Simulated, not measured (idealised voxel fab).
Process module heading - voxel trench capacitor
We display cut, a cross-section 230 nm in width whose square cells are each 5 nm.
A cross-section is a grid of square cells, given in bands from the top down. A band is one or more rows of cells.
First you get the band's top height and its bottom height, in nm, and then the materials it's made of, left to right, with each width in nm. If you see a single material with "edge to edge", that one covers the band edge to edge. "empty" is empty space.
Heights from 0 (as-received wafer is one material below). Bottom band endless downward, as "0 down".
Read "30->40" as a graded width: first number on top, second number at the bottom, same change between each pair of neighbouring rows.
A step reported as "nothing altered" is a step in which no cell of the cross-section changed.
"Voids, fully enclosed": empty spaces of 8 cells or more with no open way to the top, each given as width x height at distance, distance from the left edge, all in nm.
If you see something after the settings on a step's line, that's the simulator's own remark about that step.
Each step line may optionally specify "overlay nm", which for a step with a mask gives the rightward distance between the mask's planned place and where it lay, a negative value indicating the leftward direction.

Below is the list of planned process steps
step 1: op RECEIVE | material Si
step 2: op CONFORMAL_DEP | material SiN | thk nm 5
step 3: op DIRECTIONAL_DEP | material aC | thk nm 15
step 4: op PATTERN | tone open | mask id TRENCH | material resist | width nm 15 | pitch nm 40 | thk nm 30 | overlay nm 0
step 5: op DIRECTIONAL_ETCH | etch materials aC | depth nm 15
step 6: op STRIP | etch materials resist
step 7: op DIRECTIONAL_ETCH | etch materials SiN | depth nm 5
step 8: op DIRECTIONAL_ETCH | etch materials Si | depth nm 25
step 9: op STRIP | etch materials aC
step 10: op CONFORMAL_DEP | material SiO2 | thk nm 5
step 11: op FILL_DEP | material polySi | thk nm 10
step 12: op CMP | height nm 5
The value of width nm given for step 4 in the plan refers to the first wafer; the wafers vary in this setting and are alike at the start.

Step 1 complete: as-received cross-section of the first of several wafers
- 0 down  Si edge to edge
- Voids, fully enclosed: none

So in this table every wafer gets its own row, and what you see is where it stands at the end of the module: for each material, how many cells it picked up (+) or gave up (-) since we received it, and after that its closed voids
width nm 15; -30 Si; +40 SiN; +26 SiO2; +10 polySi; Voids, fully enclosed: none
width nm 20; -40 Si; +38 SiN; +28 SiO2; +20 polySi; Voids, fully enclosed: none
width nm 25; -50 Si; +36 SiN; +30 SiO2; +30 polySi; Voids, fully enclosed: none
